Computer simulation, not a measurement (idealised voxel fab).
The following process module bears the name voxel ribs on slabs.
Displayed cross-section: cut, width of 225 nm, square cells sized 5 nm.
Throughout this document, each cross-section is represented as a grid of square cells and is presented as a sequence of bands enumerated from the top downward, where a band comprises one or more rows of cells. Heads up on the band format: heights come first, top then bottom, in nm. After that it's the materials left to right, each with its width in nm. A single material flagged "everywhere" fills the whole band edge to edge, and "empty" means there's empty space there. Heights from 0 (as-received wafer is one material below). Bottom band endless downward, as "0 nm and below". The width entry "30 to 40" should be interpreted row by row: the top row of cells in the band takes the first number, the bottom row takes the second number, and the change between adjacent rows is uniform throughout. Step marked "nothing got changed"? Then no cell in the cross-section changed in it. Reported under the label "Closed cavities" are the empty spaces having no open way to the top and comprising 8 cells or more; the notation for each is width x height at distance, in which the distance is measured from the left edge and all three values are in nm. Heads up: the bit after the settings on a step's line is the simulator's remark on that step. overlay nm: mask offset rightward from planned place, masked step; negative means leftward offset.
plan
1: RECEIVE with material Si
2: DIRECTIONAL_DEP with material SiO2, thk nm 25
3: DIRECTIONAL_DEP with material SiN, thk nm 15
4: DIRECTIONAL_DEP with material aC, thk nm 15
5: PATTERN with tone cover, mask id RIB, material resist, width nm 15, thk nm 35, overlay nm 0
6: DIRECTIONAL_ETCH with etch materials aC, depth nm 15
7: STRIP with etch materials resist
8: DIRECTIONAL_ETCH with etch materials SiN, depth nm 10
9: STRIP with etch materials aC
10: MASKED_ETCH with tone cover, mask id SLAB, width nm 55, etch materials SiN, depth nm 5, overlay nm 0
11: FILL_DEP with material SiO2, thk nm 20
12: CMP with height nm 55
13: DIRECTIONAL_DEP with material TiN, thk nm 5
14: PATTERN with tone cover, mask id HEATER, material resist, width nm 25, thk nm 20, overlay nm 0
15: DIRECTIONAL_ETCH with etch materials TiN, depth nm 5
16: STRIP with etch materials resist
17: CONFORMAL_DEP with material SiN, thk nm 10
Among the wafers covered here, the point of difference is the width nm at step 5; their starting state is shared, and the plan presents the value of the first wafer.
First of several wafers (as received, post step 1), cross-sectional view
- 0 nm and below: Si everywhere
- Closed cavities: none
Where each wafer stands at the end of the module, a row apiece: cells of each material gained (+) or lost (-) since it was received, then closed voids
width nm 15 | +111 SiN | +478 SiO2 | +5 TiN | Closed cavities: none
width nm 20 | +113 SiN | +476 SiO2 | +5 TiN | Closed cavities: none
width nm 25 | +115 SiN | +474 SiO2 | +5 TiN | Closed cavities: none
width nm 30 | +117 SiN | +472 SiO2 | +5 TiN | Closed cavities: none
